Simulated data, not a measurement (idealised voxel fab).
process module | voxel wiring stack
cross-section cut | 295 nm wide | cells 5 nm
A cross-section is a grid of square cells, given in bands from the top down. A band is one or more rows of cells.
Each band's line starts with the height of the band's top and of its bottom, in nm. Then come its materials from left to right, each with its width in nm. One material with "throughout" fills the band from edge to edge. "air" is empty space.
Height 0 is the level under which the wafer as received is all one material. The lowest band goes on downwards, as in "0 down".
A width such as "30 to 40" changes by the same amount from each row of cells to the next, from the band's top row to its bottom row.
"no change" after a step means that no cell of the cross-section changed.
closed voids: empty space of 8 cells or more with no open way to the top, each as width x height at its distance from the left edge, in nm
after a step's settings: what the simulator itself notes on the step
overlay nm, on a step with a mask: how far to the right of its planned place the mask lay; to the left if negative
plan
1 op RECEIVE | material Si
2 op CONFORMAL_DEP | material SiO2 | thk nm 10
3 op DIRECTIONAL_DEP | material TiN | thk nm 5
4 op DIRECTIONAL_DEP | material Ru | thk nm 20
5 op PATTERN | tone cover | mask id METAL_1 | material resist | width nm 30 | pitch nm 50 | thk nm 15 | overlay nm 0
6 op DIRECTIONAL_ETCH | etch materials Ru | depth nm 20
7 op DIRECTIONAL_ETCH | etch materials TiN | depth nm 5
8 op STRIP | etch materials resist
9 op FILL_DEP | material lowk | thk nm 10
10 op CMP | height nm 35
11 op CONFORMAL_DEP | material SiCN | thk nm 5
12 op DIRECTIONAL_DEP | material lowk | thk nm 20
13 op PATTERN | tone open | mask id PLUG_1 | material resist | width nm 15 | pitch nm 50 | thk nm 20 | overlay nm 0
14 op DIRECTIONAL_ETCH | etch materials lowk | depth nm 20
15 op DIRECTIONAL_ETCH | etch materials SiCN | depth nm 5
16 op STRIP | etch materials resist
17 op EPI | material Ru | thk nm 10
18 op EPI | material Ru | thk nm 10
19 op EPI | material Ru | thk nm 5
20 op DIRECTIONAL_DEP | material TiN | thk nm 5
21 op DIRECTIONAL_DEP | material W | thk nm 20
22 op MASKED_ETCH | tone cover | mask id METAL_2 | width nm 30 | pitch nm 50 | etch materials W | depth nm 10 | overlay nm 0
23 op MASKED_ETCH | tone cover | mask id METAL_2 | width nm 30 | pitch nm 50 | etch materials TiN | depth nm 5 | overlay nm 0
24 op CONFORMAL_DEP | material SiN | thk nm 5
25 op FILL_DEP | material SiO2 | thk nm 10
26 op CMP | height nm 85
27 op CONFORMAL_DEP | material SiCN | thk nm 5
varied across the wafers: depth nm of step 22. The plan shows the first wafer's value. All wafers start alike
first wafer as received, after step 1
  0 down: Si throughout
  closed voids: none
first wafer at the end, after step 27
  90 to 85: SiCN throughout
  85 to 80: SiO2 75 | SiN 5 | W 30 | SiN 5 | SiO2 10 | SiN 5 | W 30 | SiN 5 | SiO2 10 | SiN 5 | W 30 | SiN 5 | SiO2 80
  80 to 75: SiN 80 | W 30 | SiN 20 | W 30 | SiN 20 | W 30 | SiN 85
  75 to 65: W throughout
  65 to 60: TiN throughout
  60 to 40: lowk 80 | Ru 15 | lowk 35 | Ru 15 | lowk 35 | Ru 15 | lowk 100
  40 to 35: SiCN 80 | Ru 15 | SiCN 35 | Ru 15 | SiCN 35 | Ru 15 | SiCN 100
  35 to 15: lowk 80 | Ru 30 | lowk 20 | Ru 30 | lowk 20 | Ru 30 | lowk 85
  15 to 10: lowk 80 | TiN 30 | lowk 20 | TiN 30 | lowk 20 | TiN 30 | lowk 85
  10 to 0: SiO2 throughout
  0 down: Si throughout
  closed voids: none
last wafer at the end
  90 to 85: SiCN throughout
  85 to 65: SiO2 75 | SiN 5 | W 30 | SiN 5 | SiO2 10 | SiN 5 | W 30 | SiN 5 | SiO2 10 | SiN 5 | W 30 | SiN 5 | SiO2 80
  65 to 60: SiN 80 | TiN 30 | SiN 20 | TiN 30 | SiN 20 | TiN 30 | SiN 85
  60 to 40: lowk 80 | Ru 15 | lowk 35 | Ru 15 | lowk 35 | Ru 15 | lowk 100
  40 to 35: SiCN 80 | Ru 15 | SiCN 35 | Ru 15 | SiCN 35 | Ru 15 | SiCN 100
  35 to 15: lowk 80 | Ru 30 | lowk 20 | Ru 30 | lowk 20 | Ru 30 | lowk 85
  15 to 10: lowk 80 | TiN 30 | lowk 20 | TiN 30 | lowk 20 | TiN 30 | lowk 85
  10 to 0: SiO2 throughout
  0 down: Si throughout
  closed voids: none
each wafer at the end: cells of each material gained (+) or lost (-) since it was received, then its closed voids
depth nm 10 | +117 Ru | +109 SiCN | +47 SiN | +153 SiO2 | +77 TiN | +154 W | +405 lowk | closed voids: none
depth nm 15 | +117 Ru | +109 SiCN | +53 SiN | +188 SiO2 | +77 TiN | +113 W | +405 lowk | closed voids: none
depth nm 20 | +117 Ru | +109 SiCN | +65 SiN | +258 SiO2 | +36 TiN | +72 W | +405 lowk | closed voids: none
depth nm 25 | +117 Ru | +109 SiCN | +65 SiN | +258 SiO2 | +36 TiN | +72 W | +405 lowk | closed voids: none
depth nm 30 | +117 Ru | +109 SiCN | +65 SiN | +258 SiO2 | +36 TiN | +72 W | +405 lowk | closed voids: none
depth nm 35 | +117 Ru | +109 SiCN | +65 SiN | +258 SiO2 | +36 TiN | +72 W | +405 lowk | closed voids: none
